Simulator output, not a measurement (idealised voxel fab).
The name of this process module is voxel wiring stack.
Square cells of 5 nm make up the cross-section cut, whose width is 250 nm.
Each cross-section below is a grid of square cells, stated as bands in top-down order, with one or more rows of cells making up each band. What a band's entry tells you: where the top is and where the bottom is, as heights in nm, and after that what lies inside, material by material from left to right, each with its width in nm. Empty space is written as the word "blank", and a single material marked with the word "throughout" occupies the band from edge to edge. Basically, 0 is our baseline, since under it the wafer straight out of the box is all one material. The bottom band has no lower end and keeps on going down, so it looks like "from 0 down". Width "30 to 40": first value at the band's top row of cells, second value at its bottom row, equal change from row to row. For the purposes of this document, the phrase "no alteration" attached to a step denotes that no cell within the cross-section was modified by that step. This entry, "Closed empty spaces", enumerates those empty regions of no fewer than 8 cells that possess no open connection to the top. Each region is reported in the form width x height at distance, the distance being taken from the left edge, with all three quantities expressed in nm. Text after the settings on a step's line: the simulator's own remark on that step. Among the settings permitted on a step's line is "overlay nm"; applied to a step with a mask, it specifies the extent to which the mask lay to the right of its planned position, whereas a negative figure signifies a position to the left.

The planned process steps are enumerated hereunder:
| 1 | RECEIVE: material Si |
| 2 | CONFORMAL_DEP: material SiO2, thk nm 10 |
| 3 | CONFORMAL_DEP: material SiN, thk nm 5 |
| 4 | DIRECTIONAL_DEP: material lowk, thk nm 20 |
| 5 | DIRECTIONAL_DEP: material aC, thk nm 15 |
| 6 | PATTERN: tone open, mask id METAL_1, material resist, width nm 25, pitch nm 50, thk nm 30, overlay nm 0 |
| 7 | DIRECTIONAL_ETCH: etch materials aC, depth nm 15 |
| 8 | STRIP: etch materials resist |
| 9 | DIRECTIONAL_ETCH: etch materials lowk, depth nm 20 |
| 10 | DIRECTIONAL_ETCH: etch materials SiN, depth nm 5 |
| 11 | STRIP: etch materials aC |
| 12 | CONFORMAL_DEP: material TiN, thk nm 5 |
| 13 | FILL_DEP: material Cu, thk nm 5 |
| 14 | CMP: height nm 35 |
| 15 | CONFORMAL_DEP: material SiCN, thk nm 5 |
| 16 | DIRECTIONAL_DEP: material lowk, thk nm 25 |
| 17 | DIRECTIONAL_DEP: material aC, thk nm 15 |
| 18 | PATTERN: tone open, mask id METAL_2_HOLES, material resist, width nm 15, pitch nm 100, thk nm 35, overlay nm 0 |
| 19 | DIRECTIONAL_ETCH: etch materials aC, depth nm 15 |
| 20 | STRIP: etch materials resist |
| 21 | DIRECTIONAL_ETCH: etch materials lowk, depth nm 25 |
| 22 | STRIP: etch materials aC |
| 23 | PATTERN: tone open, mask id METAL_2, material resist, width nm 25, pitch nm 50, thk nm 15, overlay nm 0 |
| 24 | DIRECTIONAL_ETCH: etch materials lowk, depth nm 15 |
| 25 | DIRECTIONAL_ETCH: etch materials SiCN, depth nm 5 |
| 26 | STRIP: etch materials resist |
| 27 | CONFORMAL_DEP: material TiN, thk nm 5 |
| 28 | FILL_DEP: material Ru, thk nm 5 |
| 29 | CMP: height nm 65 |
| 30 | CONFORMAL_DEP: material SiCN, thk nm 5 |
| 31 | DIRECTIONAL_DEP: material lowk, thk nm 35 |
| 32 | DIRECTIONAL_DEP: material aC, thk nm 15 |
| 33 | PATTERN: tone open, mask id METAL_3, material resist, width nm 25, pitch nm 50, thk nm 30, overlay nm 0 |
| 34 | DIRECTIONAL_ETCH: etch materials aC, depth nm 15 |
| 35 | STRIP: etch materials resist |
| 36 | DIRECTIONAL_ETCH: etch materials lowk, depth nm 20 |
| 37 | STRIP: etch materials aC |
| 38 | MASKED_ETCH: tone open, mask id METAL_3_HOLES, width nm 15, pitch nm 100, etch materials lowk, depth nm 15, overlay nm 0 |
| 39 | MASKED_ETCH: tone open, mask id METAL_3_HOLES, width nm 15, pitch nm 100, etch materials SiCN, depth nm 5, overlay nm 0 |
| 40 | CONFORMAL_DEP: material TiN, thk nm 5 |
| 41 | FILL_DEP: material Cu, thk nm 10 |
| 42 | CMP: height nm 105 |
| 43 | CONFORMAL_DEP: material SiCN, thk nm 5 |
| 44 | DIRECTIONAL_DEP: material SiO2, thk nm 35 |
| 45 | PATTERN: tone open, mask id METAL_4, material resist, width nm 25, pitch nm 50, thk nm 20, overlay nm 0 |
| 46 | DIRECTIONAL_ETCH: etch materials SiO2, depth nm 20 |
| 47 | STRIP: etch materials resist |
| 48 | MASKED_ETCH: tone open, mask id METAL_4_HOLES, width nm 15, pitch nm 50, etch materials SiO2, depth nm 15, overlay nm 0 |
| 49 | MASKED_ETCH: tone open, mask id METAL_4_HOLES, width nm 15, pitch nm 50, etch materials SiCN, depth nm 5, overlay nm 0 |
| 50 | CONFORMAL_DEP: material TiN, thk nm 5 |
| 51 | FILL_DEP: material Cu, thk nm 10 |
| 52 | CMP: height nm 145 |
| 53 | CONFORMAL_DEP: material SiCN, thk nm 5 |

Cross-section of the wafer upon arrival, representing the state reached after step 1:
    from 0 down  Si throughout
    Closed empty spaces: none

The first of the two wafers as seen in cross-section once the module was finished; processing followed the plan:
    from 150 to 145  SiCN throughout
    from 145 to 130  SiO2 (35), TiN (5), Cu (15), TiN (5), SiO2 (25), TiN (5), Cu (15), TiN (5), SiO2 (25), TiN (5), Cu (15), TiN (5), SiO2 (25), TiN (5), Cu (15), TiN (5), SiO2 (40)
    from 130 to 125  SiO2 (35), TiN (5), Cu (5), TiN (15), SiO2 (25), TiN (5), Cu (5), TiN (15), SiO2 (25), TiN (5), Cu (5), TiN (15), SiO2 (25), TiN (5), Cu (5), TiN (15), SiO2 (40)
    from 125 to 110  SiO2 (35), TiN (5), Cu (5), TiN (5), SiO2 (35), TiN (5), Cu (5), TiN (5), SiO2 (35), TiN (5), Cu (5), TiN (5), SiO2 (35), TiN (5), Cu (5), TiN (5), SiO2 (50)
    from 110 to 105  SiCN (35), TiN (15), SiCN (35), TiN (15), SiCN (35), TiN (15), SiCN (35), TiN (15), SiCN (50)
    from 105 to 90  lowk (35), TiN (5), Cu (15), TiN (5), lowk (25), TiN (5), Cu (15), TiN (5), lowk (25), TiN (5), Cu (15), TiN (5), lowk (25), TiN (5), Cu (15), TiN (5), lowk (40)
    from 90 to 85  lowk (35), TiN (5), Cu (5), TiN (15), lowk (25), TiN (25), lowk (25), TiN (5), Cu (5), TiN (15), lowk (25), TiN (25), lowk (40)
    from 85 to 70  lowk (35), TiN (5), Cu (5), TiN (5), lowk (85), TiN (5), Cu (5), TiN (5), lowk (100)
    from 70 to 65  SiCN (35), TiN (15), SiCN (85), TiN (15), SiCN (100)
    from 65 to 55  lowk (35), TiN (5), Ru (15), TiN (5), lowk (25), TiN (5), Ru (15), TiN (5), lowk (25), TiN (5), Ru (15), TiN (5), lowk (25), TiN (5), Ru (15), TiN (5), lowk (40)
    from 55 to 50  lowk (35), TiN (5), Ru (5), TiN (15), lowk (25), TiN (25), lowk (25), TiN (5), Ru (5), TiN (15), lowk (25), TiN (25), lowk (40)
    from 50 to 40  lowk (35), TiN (5), Ru (5), TiN (5), lowk (85), TiN (5), Ru (5), TiN (5), lowk (100)
    from 40 to 35  SiCN (35), TiN (15), SiCN (85), TiN (15), SiCN (100)
    from 35 to 15  lowk (35), TiN (5), Cu (15), TiN (5), lowk (25), TiN (5), Cu (15), TiN (5), lowk (25), TiN (5), Cu (15), TiN (5), lowk (25), TiN (5), Cu (15), TiN (5), lowk (40)
    from 15 to 10  SiN (35), TiN (25), SiN (25), TiN (25), SiN (25), TiN (25), SiN (25), TiN (25), SiN (40)
    from 10 to 0  SiO2 throughout
    from 0 down  Si throughout
    Closed empty spaces: none

Now the second wafer, cross-sectioned at the end of the module. Nothing different at the start, nothing different in the plan compared with the first, just one mistake when it was actually run:
    from 165 to 160  SiCN throughout
    from 160 to 150  Cu throughout
    from 150 to 145  TiN (40), Cu (15), TiN (35), Cu (15), TiN (35), Cu (15), TiN (35), Cu (15), TiN (45)
    from 145 to 130  SiO2 (35), TiN (5), Cu (15), TiN (5), SiO2 (25), TiN (5), Cu (15), TiN (5), SiO2 (25), TiN (5), Cu (15), TiN (5), SiO2 (25), TiN (5), Cu (15), TiN (5), SiO2 (40)
    from 130 to 125  SiO2 (35), TiN (5), Cu (5), TiN (15), SiO2 (25), TiN (5), Cu (5), TiN (15), SiO2 (25), TiN (5), Cu (5), TiN (15), SiO2 (25), TiN (5), Cu (5), TiN (15), SiO2 (40)
    from 125 to 110  SiO2 (35), TiN (5), Cu (5), TiN (5), SiO2 (35), TiN (5), Cu (5), TiN (5), SiO2 (35), TiN (5), Cu (5), TiN (5), SiO2 (35), TiN (5), Cu (5), TiN (5), SiO2 (50)
    from 110 to 105  SiCN (35), TiN (15), SiCN (35), TiN (15), SiCN (35), TiN (15), SiCN (35), TiN (15), SiCN (50)
    from 105 to 90  lowk (35), TiN (5), Cu (15), TiN (5), lowk (25), TiN (5), Cu (15), TiN (5), lowk (25), TiN (5), Cu (15), TiN (5), lowk (25), TiN (5), Cu (15), TiN (5), lowk (40)
    from 90 to 85  lowk (35), TiN (5), Cu (5), TiN (15), lowk (25), TiN (25), lowk (25), TiN (5), Cu (5), TiN (15), lowk (25), TiN (25), lowk (40)
    from 85 to 70  lowk (35), TiN (5), Cu (5), TiN (5), lowk (85), TiN (5), Cu (5), TiN (5), lowk (100)
    from 70 to 65  SiCN (35), TiN (15), SiCN (85), TiN (15), SiCN (100)
    from 65 to 55  lowk (35), TiN (5), Ru (15), TiN (5), lowk (25), TiN (5), Ru (15), TiN (5), lowk (25), TiN (5), Ru (15), TiN (5), lowk (25), TiN (5), Ru (15), TiN (5), lowk (40)
    from 55 to 50  lowk (35), TiN (5), Ru (5), TiN (15), lowk (25), TiN (25), lowk (25), TiN (5), Ru (5), TiN (15), lowk (25), TiN (25), lowk (40)
    from 50 to 40  lowk (35), TiN (5), Ru (5), TiN (5), lowk (85), TiN (5), Ru (5), TiN (5), lowk (100)
    from 40 to 35  SiCN (35), TiN (15), SiCN (85), TiN (15), SiCN (100)
    from 35 to 15  lowk (35), TiN (5), Cu (15), TiN (5), lowk (25), TiN (5), Cu (15), TiN (5), lowk (25), TiN (5), Cu (15), TiN (5), lowk (25), TiN (5), Cu (15), TiN (5), lowk (40)
    from 15 to 10  SiN (35), TiN (25), SiN (25), TiN (25), SiN (25), TiN (25), SiN (25), TiN (25), SiN (40)
    from 10 to 0  SiO2 throughout
    from 0 down  Si throughout
    Closed empty spaces: none
Here's what went sideways: execution of step 52 of the plan did not take place, the step having been omitted
Final wafer comparison in cells, second versus first, more or fewer per material: Cu: 112 more, TiN: 38 more
